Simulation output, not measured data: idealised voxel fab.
Process module, titled voxel self aligned contacts
Cross-sectional view cut (width: 270 nm; square cell size: 5 nm).
Format of a cross-section: grid, square cells. Given as bands. Order: top down. Band: one or more rows of cells.
The entry gives the band's vertical extent as a top height and a bottom height in nm, then its horizontal make-up as materials from left to right, each with a width in nm. "empty" stands for empty space; a single material marked "edge to edge" fills the band edge to edge.
It should be noted that heights are counted from 0, beneath which the wafer as supplied is of one material throughout, and that the lowest band possesses no lower boundary but continues downward, as written in "0 down".
When a width is written as two numbers, as in "30 to 40", the first number is the width in the top row of cells of the band and the second is the width in its bottom row, and the width changes by the same amount from each row to the next.
What does "no change" mean for a step? It means no cell of the cross-section changed in that step.
"Enclosed void list" contains a list of empty spaces, each no smaller than 8 cells and without an open way to the top, written in the form width x height at distance with the distance from the left edge and all three in nm.
Note: text after step settings on the step line = simulator remark on that step.
The "overlay nm" setting may appear on a step's line; for a step that uses a mask, it gives how far to the right of its planned position the mask lay, and a negative value indicates the left.

Steps in the process plan
1 RECEIVE: material Si
2 CONFORMAL_DEP: material SiO2, thk nm 5
3 DIRECTIONAL_DEP: material polySi, thk nm 20
4 DIRECTIONAL_DEP: material SiN, thk nm 20
5 DIRECTIONAL_DEP: material aC, thk nm 15
6 PATTERN: tone cover, mask id GATE, material resist, width nm 25, pitch nm 65, thk nm 30, overlay nm -15
7 DIRECTIONAL_ETCH: etch materials aC, depth nm 15
8 STRIP: etch materials resist
9 DIRECTIONAL_ETCH: etch materials SiN, depth nm 20
10 DIRECTIONAL_ETCH: etch materials polySi, depth nm 20
11 STRIP: etch materials aC
12 CONFORMAL_DEP: material SiN, thk nm 10
13 DIRECTIONAL_ETCH: etch materials SiN, depth nm 10
14 FILL_DEP: material SiO2, thk nm 15
15 CMP: height nm 55
16 MASKED_ETCH: tone open, mask id CONTACT, width nm 50, pitch nm 65, etch materials SiO2, depth nm 55, overlay nm 0
17 CONFORMAL_DEP: material TiN, thk nm 5
18 FILL_DEP: material W, thk nm 5
19 CMP: height nm 55
20 CONFORMAL_DEP: material SiCN, thk nm 5
Split variable: overlay nm, step 6. Plan value = first wafer. Wafers start alike.

First wafer of several, as received: cross-section after step 1
> 0 down = Si edge to edge
> Enclosed void list: none

First of several wafers: cross-section at the end of the module, after step 20, its last step
> 60 to 55 = SiCN edge to edge
> 55 to 45 = SiO2: 75, then TiN: 5, then W: 40 to 10, then TiN: 5 to 35, then SiO2: 15, then TiN: 5, then W: 40 to 10, then TiN: 5 to 35, then SiO2: 80
> 45 to 25 = SiO2: 30, then SiN: 45, then TiN: 5, then W: 10, then TiN: 5, then SiN: 45, then TiN: 5, then W: 10, then TiN: 5, then SiN: 45, then SiO2: 65
> 25 to 5 = SiO2: 30, then SiN: 10, then polySi: 25, then SiN: 10, then TiN: 5, then W: 10, then TiN: 5, then SiN: 10, then polySi: 25, then SiN: 10, then TiN: 5, then W: 10, then TiN: 5, then SiN: 10, then polySi: 25, then SiN: 10, then SiO2: 65
> 5 to 0 = SiO2: 75, then TiN: 20, then SiO2: 45, then TiN: 20, then SiO2: 110
> 0 down = Si edge to edge
> Enclosed void list: none

Here we cross-sectioned the last of the wafers once the module was done
> 60 to 55 = SiCN edge to edge
> 55 to 45 = SiO2: 75, then TiN: 5 to 35, then W: 40 to 10, then TiN: 5, then SiO2: 15, then TiN: 5 to 35, then W: 40 to 10, then TiN: 5, then SiO2: 80
> 45 to 25 = SiO2: 60, then SiN: 45, then TiN: 5, then W: 10, then TiN: 5, then SiN: 45, then TiN: 5, then W: 10, then TiN: 5, then SiN: 45, then SiO2: 35
> 25 to 5 = SiO2: 60, then SiN: 10, then polySi: 25, then SiN: 10, then TiN: 5, then W: 10, then TiN: 5, then SiN: 10, then polySi: 25, then SiN: 10, then TiN: 5, then W: 10, then TiN: 5, then SiN: 10, then polySi: 25, then SiN: 10, then SiO2: 35
> 5 to 0 = SiO2: 105, then TiN: 20, then SiO2: 45, then TiN: 20, then SiO2: 80
> 0 down = Si edge to edge
> Enclosed void list: none

wafer rows; end of module; cells per material since receipt: (+) gained, (-) lost; then closed voids
overlay nm -15, +54 SiCN, +156 SiN, +266 SiO2, +60 TiN, +52 W, +60 polySi, Enclosed void list: none
overlay nm -10, +54 SiCN, +156 SiN, +266 SiO2, +60 TiN, +52 W, +60 polySi, Enclosed void list: none
overlay nm -5, +54 SiCN, +156 SiN, +266 SiO2, +60 TiN, +52 W, +60 polySi, Enclosed void list: none
overlay nm 0, +54 SiCN, +156 SiN, +266 SiO2, +60 TiN, +52 W, +60 polySi, Enclosed void list: none
overlay nm 5, +54 SiCN, +156 SiN, +266 SiO2, +60 TiN, +52 W, +60 polySi, Enclosed void list: none
overlay nm 10, +54 SiCN, +156 SiN, +266 SiO2, +60 TiN, +52 W, +60 polySi, Enclosed void list: none
overlay nm 15, +54 SiCN, +156 SiN, +266 SiO2, +60 TiN, +52 W, +60 polySi, Enclosed void list: none
